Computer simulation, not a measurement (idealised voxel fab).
The process module that follows is named voxel gate over fins.
We display cut, a cross-section 300 nm in width whose square cells are each 5 nm.
In this document a cross-section is written as a grid of square cells. It is given as a series of bands, listed from the top down, and a band is one or more rows of cells. It is stipulated that each band's entry specify, in nanometres, the height of the top of the band and then that of its bottom, followed by the materials of the band in left-to-right sequence, each together with its width in nanometres. A single material marked by the word "full width" is understood to fill the band from edge to edge; the word "blank" is understood to denote empty space. Height is counted from the level 0, under which the received wafer is composed throughout of one material. The lowest of the bands is not closed at the bottom but continues downward, in the notation "0 nm and below". The expression "30 to 40" gives the width at the extremes of the band, the first number at its top row of cells and the second at its bottom row, with the width changing by equal amounts from each row to the next in between. "remained the same", as given for a step, is the statement that not any cell of the cross-section underwent a change during that step. Closed void catalog: empty space of 8 cells or more with no open way to the top, each as width x height at its distance from the left edge, in nm. On each step's line, the part that comes after the settings is the simulator's own comment on the step. For masked steps, "overlay nm" on the step line gives how far right of plan the mask actually lay; a minus sign means it lay to the left.

### The process steps that were planned are listed below
1) RECEIVE,material Si
2) CONFORMAL_DEP,material SiN,thk nm 5
3) DIRECTIONAL_DEP,material aC,thk nm 10
4) PATTERN,tone cover,mask id FINS,material resist,width nm 15,pitch nm 50,thk nm 25,overlay nm -15
5) DIRECTIONAL_ETCH,etch materials aC,depth nm 10
6) STRIP,etch materials resist
7) DIRECTIONAL_ETCH,etch materials SiN,depth nm 5
8) DIRECTIONAL_ETCH,etch materials Si,depth nm 40
9) STRIP,etch materials aC
10) OXIDIZE,depth nm 5
11) FILL_DEP,material SiO2,thk nm 15
12) CMP,height nm 5
13) PATTERN,tone open,mask id RAIL,material resist,width nm 15,thk nm 20,overlay nm 0
14) DIRECTIONAL_ETCH,etch materials SiO2,depth nm 40
15) STRIP,etch materials resist
16) CONFORMAL_DEP,material TiN,thk nm 5
17) FILL_DEP,material W,thk nm 5
18) CMP,height nm 5
19) SELECTIVE_ETCH,etch materials W Ru TiN,depth nm 30
20) FILL_DEP,material SiO2,thk nm 5
21) CMP,height nm 5
22) SELECTIVE_ETCH,etch materials SiO2,depth nm 20
23) STRIP,etch materials SiN
24) CONFORMAL_DEP,material HfO2,thk nm 5
25) CONFORMAL_DEP,material TiN,thk nm 5
26) CONFORMAL_DEP,material TiAl,thk nm 5
27) CONFORMAL_DEP,material TiN,thk nm 5
28) FILL_DEP,material W,thk nm 10
29) CMP,height nm 25
30) CONFORMAL_DEP,material SiCN,thk nm 5
All wafers enter the flow in the same state. The overlay nm at step 4 differs from wafer to wafer, and the plan gives the value for the first wafer.

### First of several wafers, received after step 1, in cross-section
> 0 nm and below | Si full width
> Closed void catalog: none

### The figure below presents a cross-section of the first of several wafers at the conclusion of the module, following its last step, step 30
> 30 nm to 25 nm | SiCN full width
> 25 nm to 20 nm | W full width
> 20 nm to 15 nm | W 60 nm; TiN 45 nm; W 5 nm; TiN 45 nm; W 5 nm; TiN 45 nm; W 95 nm
> 15 nm to 10 nm | W 60 nm; TiN 5 nm; TiAl 35 nm; TiN 5 nm; W 5 nm; TiN 5 nm; TiAl 35 nm; TiN 5 nm; W 5 nm; TiN 5 nm; TiAl 35 nm; TiN 5 nm; W 95 nm
> 10 nm to 5 nm | W 60 nm; TiN 5 nm; TiAl 5 nm; TiN 25 nm; TiAl 5 nm; TiN 5 nm; W 5 nm; TiN 5 nm; TiAl 5 nm; TiN 25 nm; TiAl 5 nm; TiN 5 nm; W 5 nm; TiN 5 nm; TiAl 5 nm; TiN 25 nm; TiAl 5 nm; TiN 5 nm; W 95 nm
> 5 nm to 0 nm | TiN 65 nm; TiAl 5 nm; TiN 5 nm; HfO2 15 nm; TiN 5 nm; TiAl 5 nm; TiN 15 nm; TiAl 5 nm; TiN 5 nm; HfO2 15 nm; TiN 5 nm; TiAl 5 nm; TiN 15 nm; TiAl 5 nm; TiN 5 nm; HfO2 15 nm; TiN 5 nm; TiAl 5 nm; TiN 100 nm
> 0 nm to -5 nm | TiAl 70 nm; TiN 5 nm; HfO2 5 nm; Si 5 nm; HfO2 5 nm; TiN 5 nm; TiAl 25 nm; TiN 5 nm; HfO2 5 nm; Si 5 nm; HfO2 5 nm; TiN 5 nm; TiAl 25 nm; TiN 5 nm; HfO2 5 nm; Si 5 nm; HfO2 5 nm; TiN 5 nm; TiAl 105 nm
> -5 nm to -10 nm | TiN 75 nm; HfO2 5 nm; Si 5 nm; HfO2 5 nm; TiN 35 nm; HfO2 5 nm; Si 5 nm; HfO2 5 nm; TiN 35 nm; HfO2 5 nm; Si 5 nm; HfO2 5 nm; TiN 110 nm
> -10 nm to -15 nm | HfO2 80 nm; Si 5 nm; HfO2 45 nm; Si 5 nm; HfO2 45 nm; Si 5 nm; HfO2 115 nm
> -15 nm to -25 nm | SiO2 80 nm; Si 5 nm; SiO2 45 nm; Si 5 nm; SiO2 45 nm; Si 5 nm; SiO2 115 nm
> -25 nm to -35 nm | SiO2 80 nm; Si 5 nm; SiO2 30 nm; TiN 10 nm; SiO2 5 nm; Si 5 nm; SiO2 45 nm; Si 5 nm; SiO2 115 nm
> -35 nm to -45 nm | SiO2 80 nm; Si 5 nm; SiO2 45 nm; Si 5 nm; SiO2 45 nm; Si 5 nm; SiO2 115 nm
> -45 nm and below | Si full width
> Closed void catalog: none

### Cross-section of the final wafer among several, taken at the end of the module
> 30 nm to 25 nm | SiCN full width
> 25 nm to 20 nm | W full width
> 20 nm to 15 nm | W 90 nm; TiN 45 nm; W 5 nm; TiN 45 nm; W 5 nm; TiN 45 nm; W 65 nm
> 15 nm to 10 nm | W 90 nm; TiN 5 nm; TiAl 35 nm; TiN 5 nm; W 5 nm; TiN 5 nm; TiAl 35 nm; TiN 5 nm; W 5 nm; TiN 5 nm; TiAl 35 nm; TiN 5 nm; W 65 nm
> 10 nm to 5 nm | W 90 nm; TiN 5 nm; TiAl 5 nm; TiN 25 nm; TiAl 5 nm; TiN 5 nm; W 5 nm; TiN 5 nm; TiAl 5 nm; TiN 25 nm; TiAl 5 nm; TiN 5 nm; W 5 nm; TiN 5 nm; TiAl 5 nm; TiN 25 nm; TiAl 5 nm; TiN 5 nm; W 65 nm
> 5 nm to 0 nm | TiN 95 nm; TiAl 5 nm; TiN 5 nm; HfO2 15 nm; TiN 5 nm; TiAl 5 nm; TiN 15 nm; TiAl 5 nm; TiN 5 nm; HfO2 15 nm; TiN 5 nm; TiAl 5 nm; TiN 15 nm; TiAl 5 nm; TiN 5 nm; HfO2 15 nm; TiN 5 nm; TiAl 5 nm; TiN 70 nm
> 0 nm to -5 nm | TiAl 100 nm; TiN 5 nm; HfO2 5 nm; Si 5 nm; HfO2 5 nm; TiN 5 nm; TiAl 25 nm; TiN 5 nm; HfO2 5 nm; Si 5 nm; HfO2 5 nm; TiN 5 nm; TiAl 25 nm; TiN 5 nm; HfO2 5 nm; Si 5 nm; HfO2 5 nm; TiN 5 nm; TiAl 75 nm
> -5 nm to -10 nm | TiN 105 nm; HfO2 5 nm; Si 5 nm; HfO2 5 nm; TiN 35 nm; HfO2 5 nm; Si 5 nm; HfO2 5 nm; TiN 35 nm; HfO2 5 nm; Si 5 nm; HfO2 5 nm; TiN 80 nm
> -10 nm to -15 nm | HfO2 110 nm; Si 5 nm; HfO2 45 nm; Si 5 nm; HfO2 45 nm; Si 5 nm; HfO2 85 nm
> -15 nm to -25 nm | SiO2 110 nm; Si 5 nm; SiO2 45 nm; Si 5 nm; SiO2 45 nm; Si 5 nm; SiO2 85 nm
> -25 nm to -35 nm | SiO2 110 nm; Si 5 nm; SiO2 5 nm; TiN 10 nm; SiO2 30 nm; Si 5 nm; SiO2 45 nm; Si 5 nm; SiO2 85 nm
> -35 nm to -45 nm | SiO2 110 nm; Si 5 nm; SiO2 45 nm; Si 5 nm; SiO2 45 nm; Si 5 nm; SiO2 85 nm
> -45 nm and below | Si full width
> Closed void catalog: none

### Below, a row for every wafer. Read it as the end-of-module picture: for each material the wafer shows its cells gained (+) or lost (-) since it was received, and then its closed voids
overlay nm -15; +78 HfO2; -513 Si; +60 SiCN; +338 SiO2; +78 TiAl; +160 TiN; +159 W; Closed void catalog: none
overlay nm -10; +78 HfO2; -513 Si; +60 SiCN; +336 SiO2; +78 TiAl; +161 TiN; +160 W; Closed void catalog: none
overlay nm -5; +78 HfO2; -513 Si; +60 SiCN; +336 SiO2; +78 TiAl; +161 TiN; +160 W; Closed void catalog: none
overlay nm 0; +78 HfO2; -513 Si; +60 SiCN; +336 SiO2; +78 TiAl; +161 TiN; +160 W; Closed void catalog: none
overlay nm 5; +78 HfO2; -513 Si; +60 SiCN; +336 SiO2; +78 TiAl; +161 TiN; +160 W; Closed void catalog: none
overlay nm 10; +78 HfO2; -513 Si; +60 SiCN; +336 SiO2; +78 TiAl; +161 TiN; +160 W; Closed void catalog: none
overlay nm 15; +78 HfO2; -513 Si; +60 SiCN; +338 SiO2; +78 TiAl; +160 TiN; +159 W; Closed void catalog: none
